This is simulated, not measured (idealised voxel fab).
process module | voxel tone inversion
cross-section cut | 235 nm wide | cells 5 nm
A cross-section is a grid of square cells, given in bands from the top down. A band is one or more rows of cells.
Each band's line starts with the height of the band's top and of its bottom, in nm. Then come its materials from left to right, each with its width in nm. One material with "throughout" fills the band from edge to edge. "air" is empty space.
Height 0 is the level under which the wafer as received is all one material. The lowest band goes on downwards, as in "0 down".
A width such as "30 to 40" changes by the same amount from each row of cells to the next, from the band's top row to its bottom row.
"no change" after a step means that no cell of the cross-section changed.
closed voids: empty space of 8 cells or more with no open way to the top, each as width x height at its distance from the left edge, in nm
after a step's settings: what the simulator itself notes on the step
overlay nm, on a step with a mask: how far to the right of its planned place the mask lay; to the left if negative
plan
1 op RECEIVE | material Si
2 op CONFORMAL_DEP | material SiCN | thk nm 5
3 op DIRECTIONAL_DEP | material aC | thk nm 25
4 op PATTERN | tone cover | mask id POSTS | material resist | width nm 15 | pitch nm 45 | thk nm 35 | overlay nm 0
5 op DIRECTIONAL_ETCH | etch materials aC | depth nm 25
6 op STRIP | etch materials resist
7 op FILL_DEP | material lowk | thk nm 10
8 op CMP | height nm 30
9 op STRIP | etch materials aC
10 op CONFORMAL_DEP | material TiN | thk nm 5
11 op FILL_DEP | material Ru | thk nm 10
12 op CMP | height nm 30
13 op CONFORMAL_DEP | material SiCN | thk nm 5
varied across the wafers: width nm of step 4. The plan shows the first wafer's value. All wafers start alike
first wafer as received, after step 1
  0 down: Si throughout
  closed voids: none
first wafer at the end, after step 13
  35 to 30: SiCN throughout
  30 to 10: lowk 65 | TiN 5 | Ru 5 | TiN 5 | lowk 30 | TiN 5 | Ru 5 | TiN 5 | lowk 30 | TiN 5 | Ru 5 | TiN 5 | lowk 65
  10 to 5: lowk 65 | TiN 15 | lowk 30 | TiN 15 | lowk 30 | TiN 15 | lowk 65
  5 to 0: SiCN throughout
  0 down: Si throughout
  closed voids: none
last wafer at the end
  35 to 30: SiCN throughout
  30 to 10: lowk 55 | TiN 5 | Ru 20 | TiN 5 | lowk 15 | TiN 5 | Ru 20 | TiN 5 | lowk 15 | TiN 5 | Ru 20 | TiN 5 | lowk 60
  10 to 5: lowk 55 | TiN 30 | lowk 15 | TiN 30 | lowk 15 | TiN 30 | lowk 60
  5 to 0: SiCN throughout
  0 down: Si throughout
  closed voids: none
each wafer at the end: cells of each material gained (+) or lost (-) since it was received, then its closed voids
width nm 15 | +12 Ru | +94 SiCN | +33 TiN | +190 lowk | closed voids: none
width nm 20 | +24 Ru | +94 SiCN | +36 TiN | +175 lowk | closed voids: none
width nm 25 | +36 Ru | +94 SiCN | +39 TiN | +160 lowk | closed voids: none
width nm 30 | +48 Ru | +94 SiCN | +42 TiN | +145 lowk | closed voids: none
